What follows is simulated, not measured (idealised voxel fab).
You're looking at the process module voxel transistor to metal.
Square cell edge 5 nm, section width 195 nm, ID cut.
Bands, listed from the top down, are how a cross-section gets written in this document; the cross-section itself is a grid of square cells, and a band is one or more rows of them.
Per band: top height and bottom height in nm, followed by the left-to-right materials and their widths in nm; "full width" marks a single material spanning edge to edge, "air" marks empty space.
Heights are reckoned from 0. Under this level, the received wafer is all of one material. The bottommost band is open-ended downward, for example "0 and below".
Graded width ("30..40"): value in top row of band = first number; value in bottom row = second number; row-to-row change constant.
Where the words "everything unchanged" appear for a step, the cross-section shows no cell changed by that step; every cell remained as before.
Closed empty spaces (no open way to the top) of 8 cells or more are what "Entrapped voids" lists, each as width x height at distance from the left edge, nm for all three.
It should be noted that, on the line of a given step, the content following the step's settings is a remark produced by the simulator itself with respect to that step.
The setting "overlay nm" may be written on the line of a step. When the step uses a mask, the value reports how far to the right of the planned place the mask lay, and a negative value reports that it lay to the left.
[These are the steps we planned for the process]
step 1: RECEIVE, material Si
step 2: CONFORMAL_DEP, material SiO2, thk nm 5
step 3: CONFORMAL_DEP, material SiN, thk nm 15
step 4: PATTERN, tone cover, mask id ACTIVE, material resist, width nm 115, thk nm 15, overlay nm 0
step 5: DIRECTIONAL_ETCH, etch materials SiN, depth nm 15
step 6: DIRECTIONAL_ETCH, etch materials SiO2, depth nm 5
step 7: DIRECTIONAL_ETCH, etch materials Si, depth nm 35
step 8: STRIP, etch materials resist
step 9: OXIDIZE, depth nm 5
step 10: FILL_DEP, material SiO2, thk nm 5
step 11: CMP, height nm 20
step 12: SELECTIVE_ETCH, etch materials SiO2, depth nm 10
step 13: STRIP, etch materials SiN
step 14: SELECTIVE_ETCH, etch materials SiO2, depth nm 5
step 15: OXIDIZE, depth nm 5
step 16: DIRECTIONAL_DEP, material polySi, thk nm 30
step 17: DIRECTIONAL_DEP, material SiCN, thk nm 15
step 18: PATTERN, tone cover, mask id GATE, material resist, width nm 35, thk nm 15, overlay nm 0
step 19: DIRECTIONAL_ETCH, etch materials SiCN, depth nm 25
step 20: DIRECTIONAL_ETCH, etch materials polySi, depth nm 40
step 21: STRIP, etch materials resist
step 22: CONFORMAL_DEP, material SiN, thk nm 5
step 23: DIRECTIONAL_ETCH, etch materials SiN, depth nm 5
step 24: DIRECTIONAL_ETCH, etch materials SiO2, depth nm 5
step 25: DIRECTIONAL_ETCH, etch materials Si, depth nm 15
step 26: EPI, material nSi, thk nm 20
step 27: FILL_DEP, material SiO2, thk nm 5
step 28: CMP, height nm 30
step 29: STRIP, etch materials polySi
step 30: SELECTIVE_ETCH, etch materials SiO2, depth nm 5
step 31: CONFORMAL_DEP, material HfO2, thk nm 5
step 32: CONFORMAL_DEP, material TiN, thk nm 5
step 33: FILL_DEP, material W, thk nm 10
step 34: CMP, height nm 25
step 35: DIRECTIONAL_DEP, material SiO2, thk nm 15
step 36: DIRECTIONAL_DEP, material aC, thk nm 15
step 37: PATTERN, tone open, mask id CONTACT, material resist, width nm 15, pitch nm 90, thk nm 35, overlay nm 0
step 38: DIRECTIONAL_ETCH, etch materials aC, depth nm 15
step 39: STRIP, etch materials resist
step 40: DIRECTIONAL_ETCH, etch materials SiO2, depth nm 40
step 41: STRIP, etch materials aC
step 42: CONFORMAL_DEP, material TiN, thk nm 5
step 43: FILL_DEP, material W, thk nm 5
step 44: CMP, height nm 40
step 45: CONFORMAL_DEP, material SiCN, thk nm 5
step 46: DIRECTIONAL_DEP, material SiO2, thk nm 20
step 47: PATTERN, tone open, mask id METAL_1, material resist, width nm 15, pitch nm 90, thk nm 20, overlay nm 0
step 48: DIRECTIONAL_ETCH, etch materials SiO2, depth nm 20
step 49: DIRECTIONAL_ETCH, etch materials SiCN, depth nm 5
step 50: STRIP, etch materials resist
step 51: CONFORMAL_DEP, material TiN, thk nm 5
step 52: FILL_DEP, material Cu, thk nm 10
step 53: CMP, height nm 65
step 54: EPI, material Ru, thk nm 5
step 55: FILL_DEP, material SiCN, thk nm 5
step 56: DIRECTIONAL_DEP, material SiO2, thk nm 25
step 57: PATTERN, tone open, mask id METAL_2, material resist, width nm 15, pitch nm 90, thk nm 20, overlay nm -15
step 58: DIRECTIONAL_ETCH, etch materials SiO2, depth nm 15
step 59: STRIP, etch materials resist
step 60: MASKED_ETCH, tone open, mask id METAL_2_HOLES, width nm 15, pitch nm 90, etch materials SiO2, depth nm 10, overlay nm 0
step 61: MASKED_ETCH, tone open, mask id METAL_2_HOLES, width nm 15, pitch nm 90, etch materials SiCN, depth nm 5, overlay nm 0
step 62: CONFORMAL_DEP, material TiN, thk nm 5
step 63: FILL_DEP, material Cu, thk nm 10
step 64: CMP, height nm 100
step 65: CONFORMAL_DEP, material SiN, thk nm 5
Don't read the plan's overlay nm for step 57 as applying to every wafer: that's the first wafer's value, and the wafers differ in it, though they all start identical.
[As-received cross-section, first of several wafers, post step 1]
	0 and below | Si full width
	Entrapped voids: none
[Cross-section, first of several wafers, end of module, after last step 65]
	105 down to 100 | SiN full width
	100 down to 90 | 30 of SiO2, then 5 of TiN, then 20..5 of Cu, then 5..20 of TiN, then 60 of SiO2, then 5 of TiN, then 20..5 of Cu, then 5..20 of TiN, then 45 of SiO2
	90 down to 85 | 30 of SiO2, then 15 of TiN, then 75 of SiO2, then 15 of TiN, then 60 of SiO2
	85 down to 75 | SiO2 full width
	75 down to 70 | SiCN full width
	70 down to 65 | 40 of SiCN, then 25 of Ru, then 65 of SiCN, then 25 of Ru, then 40 of SiCN
	65 down to 45 | 45 of SiO2, then 5 of TiN, then 5 of Cu, then 5 of TiN, then 75 of SiO2, then 5 of TiN, then 5 of Cu, then 5 of TiN, then 45 of SiO2
	45 down to 40 | 45 of SiCN, then 15 of TiN, then 75 of SiCN, then 15 of TiN, then 45 of SiCN
	40 down to 25 | 45 of SiO2, then 5 of TiN, then 5 of W, then 5 of TiN, then 75 of SiO2, then 5 of TiN, then 5 of W, then 5 of TiN, then 45 of SiO2
	25 down to 20 | 45 of SiO2, then 5 of TiN, then 5 of W, then 5 of TiN, then 15 of SiO2, then 5 of SiN, then 5 of HfO2, then 5 of TiN, then 15 of W, then 5 of TiN, then 5 of HfO2, then 5 of SiN, then 15 of SiO2, then 5 of TiN, then 5 of W, then 5 of TiN, then 45 of SiO2
	20 down to 15 | 45 of SiO2, then 15 of TiN, then 15 of SiO2, then 5 of SiN, then 5 of HfO2, then 5 of TiN, then 15 of W, then 5 of TiN, then 5 of HfO2, then 5 of SiN, then 15 of SiO2, then 15 of TiN, then 45 of SiO2
	15 down to 5 | 45 of SiO2, then 10 of TiN, then 20 of nSi, then 5 of SiN, then 5 of HfO2, then 5 of TiN, then 15 of W, then 5 of TiN, then 5 of HfO2, then 5 of SiN, then 20 of nSi, then 10 of TiN, then 45 of SiO2
	5 down to 0 | 35 of SiO2, then 5 of SiN, then 5 of SiO2, then 10 of TiN, then 20 of nSi, then 5 of SiN, then 5 of HfO2, then 25 of TiN, then 5 of HfO2, then 5 of SiN, then 20 of nSi, then 10 of TiN, then 5 of SiO2, then 5 of SiN, then 35 of SiO2
	0 down to -5 | 40 of SiO2, then 35 of nSi, then 45 of HfO2, then 35 of nSi, then 40 of SiO2
	-5 down to -20 | 45 of SiO2, then 30 of nSi, then 45 of Si, then 30 of nSi, then 45 of SiO2
	-20 down to -40 | 45 of SiO2, then 105 of Si, then 45 of SiO2
	-40 and below | Si full width
	Entrapped voids: none
[Cross-sectional view of the final wafer of several at the module's end]
	105 down to 100 | SiN full width
	100 down to 90 | 45 of SiO2, then 5..20 of TiN, then 20..5 of Cu, then 5 of TiN, then 60 of SiO2, then 5..20 of TiN, then 20..5 of Cu, then 5 of TiN, then 30 of SiO2
	90 down to 85 | 60 of SiO2, then 15 of TiN, then 75 of SiO2, then 15 of TiN, then 30 of SiO2
	85 down to 75 | SiO2 full width
	75 down to 70 | SiCN full width
	70 down to 65 | 40 of SiCN, then 25 of Ru, then 65 of SiCN, then 25 of Ru, then 40 of SiCN
	65 down to 45 | 45 of SiO2, then 5 of TiN, then 5 of Cu, then 5 of TiN, then 75 of SiO2, then 5 of TiN, then 5 of Cu, then 5 of TiN, then 45 of SiO2
	45 down to 40 | 45 of SiCN, then 15 of TiN, then 75 of SiCN, then 15 of TiN, then 45 of SiCN
	40 down to 25 | 45 of SiO2, then 5 of TiN, then 5 of W, then 5 of TiN, then 75 of SiO2, then 5 of TiN, then 5 of W, then 5 of TiN, then 45 of SiO2
	25 down to 20 | 45 of SiO2, then 5 of TiN, then 5 of W, then 5 of TiN, then 15 of SiO2, then 5 of SiN, then 5 of HfO2, then 5 of TiN, then 15 of W, then 5 of TiN, then 5 of HfO2, then 5 of SiN, then 15 of SiO2, then 5 of TiN, then 5 of W, then 5 of TiN, then 45 of SiO2
	20 down to 15 | 45 of SiO2, then 15 of TiN, then 15 of SiO2, then 5 of SiN, then 5 of HfO2, then 5 of TiN, then 15 of W, then 5 of TiN, then 5 of HfO2, then 5 of SiN, then 15 of SiO2, then 15 of TiN, then 45 of SiO2
	15 down to 5 | 45 of SiO2, then 10 of TiN, then 20 of nSi, then 5 of SiN, then 5 of HfO2, then 5 of TiN, then 15 of W, then 5 of TiN, then 5 of HfO2, then 5 of SiN, then 20 of nSi, then 10 of TiN, then 45 of SiO2
	5 down to 0 | 35 of SiO2, then 5 of SiN, then 5 of SiO2, then 10 of TiN, then 20 of nSi, then 5 of SiN, then 5 of HfO2, then 25 of TiN, then 5 of HfO2, then 5 of SiN, then 20 of nSi, then 10 of TiN, then 5 of SiO2, then 5 of SiN, then 35 of SiO2
	0 down to -5 | 40 of SiO2, then 35 of nSi, then 45 of HfO2, then 35 of nSi, then 40 of SiO2
	-5 down to -20 | 45 of SiO2, then 30 of nSi, then 45 of Si, then 30 of nSi, then 45 of SiO2
	-20 down to -40 | 45 of SiO2, then 105 of Si, then 45 of SiO2
	-40 and below | Si full width
	Entrapped voids: none
[Note: the following table is arranged by wafer, a row apiece. Each row reports the end-of-module state: per material, cells gained (+) or cells lost (-) compared with the wafer as received; closed voids follow]
overlay nm -15; +18 Cu; +19 HfO2; +10 Ru; -201 Si; +101 SiCN; +51 SiN; +638 SiO2; +89 TiN; +20 W; +74 nSi; Entrapped voids: none
overlay nm -10; +16 Cu; +19 HfO2; +10 Ru; -201 Si; +99 SiCN; +51 SiN; +638 SiO2; +93 TiN; +20 W; +74 nSi; Entrapped voids: none
overlay nm -5; +14 Cu; +19 HfO2; +10 Ru; -201 Si; +97 SiCN; +51 SiN; +638 SiO2; +97 TiN; +20 W; +74 nSi; Entrapped voids: none
overlay nm 0; +18 Cu; +19 HfO2; +10 Ru; -201 Si; +95 SiCN; +51 SiN; +638 SiO2; +95 TiN; +20 W; +74 nSi; Entrapped voids: none
overlay nm 5; +14 Cu; +19 HfO2; +10 Ru; -201 Si; +97 SiCN; +51 SiN; +638 SiO2; +97 TiN; +20 W; +74 nSi; Entrapped voids: none
overlay nm 10; +16 Cu; +19 HfO2; +10 Ru; -201 Si; +99 SiCN; +51 SiN; +638 SiO2; +93 TiN; +20 W; +74 nSi; Entrapped voids: none
overlay nm 15; +18 Cu; +19 HfO2; +10 Ru; -201 Si; +101 SiCN; +51 SiN; +638 SiO2; +89 TiN; +20 W; +74 nSi; Entrapped voids: none
